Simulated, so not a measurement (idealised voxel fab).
process module | voxel plated lines
cross-section cut | 265 nm wide | cells 5 nm
A cross-section is a grid of square cells, given in bands from the top down. A band is one or more rows of cells.
Each band's line starts with the height of the band's top and of its bottom, in nm. Then come its materials from left to right, each with its width in nm. One material with "throughout" fills the band from edge to edge. "air" is empty space.
Height 0 is the level under which the wafer as received is all one material. The lowest band goes on downwards, as in "0 down".
A width such as "30 to 40" changes by the same amount from each row of cells to the next, from the band's top row to its bottom row.
"no change" after a step means that no cell of the cross-section changed.
closed voids: empty space of 8 cells or more with no open way to the top, each as width x height at its distance from the left edge, in nm
after a step's settings: what the simulator itself notes on the step
overlay nm, on a step with a mask: how far to the right of its planned place the mask lay; to the left if negative
plan
1 op RECEIVE | material Si
2 op CONFORMAL_DEP | material SiO2 | thk nm 5
3 op DIRECTIONAL_DEP | material TiN | thk nm 5
4 op PATTERN | tone open | mask id LINES | material resist | width nm 15 | pitch nm 45 | thk nm 25 | overlay nm 0
5 op EPI | material Ru | thk nm 5
6 op EPI | material Ru | thk nm 5
7 op STRIP | etch materials resist
8 op DIRECTIONAL_ETCH | etch materials TiN | depth nm 5
9 op CONFORMAL_DEP | material SiN | thk nm 5
varied across the wafers: width nm of step 4. The plan shows the first wafer's value. All wafers start alike
first wafer as received, after step 1
  0 down: Si throughout
  closed voids: none
first wafer at the end, after step 9
  25 to 20: air 55 | SiN 25 | air 20 | SiN 25 | air 20 | SiN 25 | air 20 | SiN 25 | air 50
  20 to 10: air 55 | SiN 5 | Ru 15 | SiN 5 | air 20 | SiN 5 | Ru 15 | SiN 5 | air 20 | SiN 5 | Ru 15 | SiN 5 | air 20 | SiN 5 | Ru 15 | SiN 5 | air 50
  10 to 5: SiN 60 | TiN 15 | SiN 30 | TiN 15 | SiN 30 | TiN 15 | SiN 30 | TiN 15 | SiN 55
  5 to 0: SiO2 throughout
  0 down: Si throughout
  closed voids: none
last wafer at the end
  25 to 20: air 45 | SiN 40 | air 5 | SiN 40 | air 5 | SiN 40 | air 5 | SiN 40 | air 45
  20 to 10: air 45 | SiN 5 | Ru 30 | SiN 5 | air 5 | SiN 5 | Ru 30 | SiN 5 | air 5 | SiN 5 | Ru 30 | SiN 5 | air 5 | SiN 5 | Ru 30 | SiN 5 | air 45
  10 to 5: SiN 50 | TiN 30 | SiN 15 | TiN 30 | SiN 15 | TiN 30 | SiN 15 | TiN 30 | SiN 50
  5 to 0: SiO2 throughout
  0 down: Si throughout
  closed voids: none
each wafer at the end: cells of each material gained (+) or lost (-) since it was received, then its closed voids
width nm 15 | +24 Ru | +77 SiN | +53 SiO2 | +12 TiN | closed voids: none
width nm 20 | +32 Ru | +77 SiN | +53 SiO2 | +16 TiN | closed voids: none
width nm 25 | +40 Ru | +77 SiN | +53 SiO2 | +20 TiN | closed voids: none
width nm 30 | +48 Ru | +77 SiN | +53 SiO2 | +24 TiN | closed voids: none
